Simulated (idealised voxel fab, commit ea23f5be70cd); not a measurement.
Title: Process Module voxel gate over fins
It is cross-section cut that appears here, measuring 140 nm in width, its square cells being 5 nm in size.
A cross-section is written here as square cells arranged in a grid, and it is given in bands from the top down, each band taking up one or more rows of cells.
Top height, bottom height, nm. Materials left to right, width each, nm. Single material + "all across" = fills band edge to edge. "air" = empty.
Beneath 0, the wafer as received is one material, and that level is where height counting begins. The lowest band goes on downward without a bottom; it is written like "0 down".
With a width like "30 to 40", each row of cells in the band differs from the next by the same amount, the top row carrying the first number and the bottom row the second.
"changes: none" -> step changed no cross-section cell.
The entry titled "Completely sealed voids" provides the empty spaces that have no open way to the top, restricted to those of 8 cells or more. Each is presented as width x height at distance, the distance being measured from the left edge, with all three in nm.
Past the settings on a step's line: simulator remark, on that step.
overlay nm, on a step with a mask: how far to the right of its planned place the mask lay; to the left if negative
Each of the pairs that make up the rest of this document says: here is the cross-section before one process step, here is the cross-section after it, drawn only down to the lowest band that changed, and here, under the pair, is the step lying between them with its settings. Different pairs may come from different runs of this module on the same starting wafer, so a pair continues from the pair above it only where its entry headed "Pre-step geometry" says so.

[Pre-step geometry]
- 5 to 0: SiN all across
- 0 down: Si all across
- Completely sealed voids: none

[After the Step]
- 5 to 0: SiN 15 | air 15 | SiN 30 | air 15 | SiN 30 | air 15 | SiN 20
- Heights below 0 show no change.
- Completely sealed voids: none
Transition step, before and after shown above: MASKED_ETCH [tone open] [mask id FINS] [width nm 15] [pitch nm 45] [etch materials SiN] [depth nm 5] [overlay nm 0]

Pre-step geometry: this step begins from the cross-section that the pair just above shows after its step.

[After the Step]
- 5 to 0: SiN 15 | air 15 | SiN 30 | air 15 | SiN 30 | air 15 | SiN 20
- 0 to -5: Si 10 | SiO2 25 | Si 20 | SiO2 25 | Si 20 | SiO2 25 | Si 15
- Heights below -5 show no change.
- Completely sealed voids: none
Transition step, before and after shown above: OXIDIZE [depth nm 5]

Pre-step geometry: this step begins from the cross-section that the pair just above shows after its step.

[After the Step]
- 10 to 5: SiO2 all across
- 5 to 0: SiN 15 | SiO2 15 | SiN 30 | SiO2 15 | SiN 30 | SiO2 15 | SiN 20
- Heights below 0 show no change.
- Completely sealed voids: none
Transition step, before and after shown above: FILL_DEP [material SiO2] [thk nm 5]

Pre-step geometry: this step begins from the cross-section that the pair just above shows after its step.

[After the Step]
- 5 to 0: SiN 15 | SiO2 15 | SiN 30 | SiO2 15 | SiN 30 | SiO2 15 | SiN 20
- Heights below 0 show no change.
- Completely sealed voids: none
Transition step, before and after shown above: CMP [height nm 5]

Pre-step geometry: this step begins from the cross-section that the pair just above shows after its step.

[After the Step]
- 5 to 0: SiN 15 | air 15 | SiN 30 | air 15 | SiN 30 | air 15 | SiN 20
- 0 to -5: Si 10 | air 25 | Si 20 | air 25 | Si 20 | air 25 | Si 15
- Heights below -5 show no change.
- Completely sealed voids: none
Transition step, before and after shown above: SELECTIVE_ETCH [etch materials SiO2] [depth nm 20]

Pre-step geometry: this step begins from the cross-section that the pair just above shows after its step.

[After the Step]
- 0 to -5: Si 10 | air 25 | Si 20 | air 25 | Si 20 | air 25 | Si 15
- Heights below -5 show no change.
- Completely sealed voids: none
Transition step, before and after shown above: STRIP [etch materials SiN]

Pre-step geometry: this step begins from the cross-section that the pair just above shows after its step.

[After the Step]
- 5 to 0: HfO2 15 | air 15 | HfO2 30 | air 15 | HfO2 30 | air 15 | HfO2 20
- 0 to -5: Si 10 | HfO2 25 | Si 20 | HfO2 25 | Si 20 | HfO2 25 | Si 15
- Heights below -5 show no change.
- Completely sealed voids: none
Transition step, before and after shown above: CONFORMAL_DEP [material HfO2] [thk nm 5]

Pre-step geometry: this step begins from the cross-section that the pair just above shows after its step.

[After the Step]
- 10 to 5: TiN 20 | air 5 | TiN 40 | air 5 | TiN 40 | air 5 | TiN 25
- 5 to 0: HfO2 15 | TiN 15 | HfO2 30 | TiN 15 | HfO2 30 | TiN 15 | HfO2 20
- Heights below 0 show no change.
- Completely sealed voids: none
Transition step, before and after shown above: CONFORMAL_DEP [material TiN] [thk nm 5]

Pre-step geometry: this step begins from the cross-section that the pair just above shows after its step.

[After the Step]
- 25 to 10: W all across
- 10 to 5: TiN 20 | W 5 | TiN 40 | W 5 | TiN 40 | W 5 | TiN 25
- Heights below 5 show no change.
- Completely sealed voids: none
Transition step, before and after shown above: FILL_DEP [material W] [thk nm 15]

Pre-step geometry: this step begins from the cross-section that the pair just above shows after its step.

[After the Step]
- 20 to 10: W all across
- Heights below 10 show no change.
- Completely sealed voids: none
Transition step, before and after shown above: CMP [height nm 20]

Pre-step geometry: this step begins from the cross-section that the pair just above shows after its step.

[After the Step]
- 30 to 20: SiN all across
- Heights below 20 show no change.
- Completely sealed voids: none
Transition step, before and after shown above: CONFORMAL_DEP [material SiN] [thk nm 10]
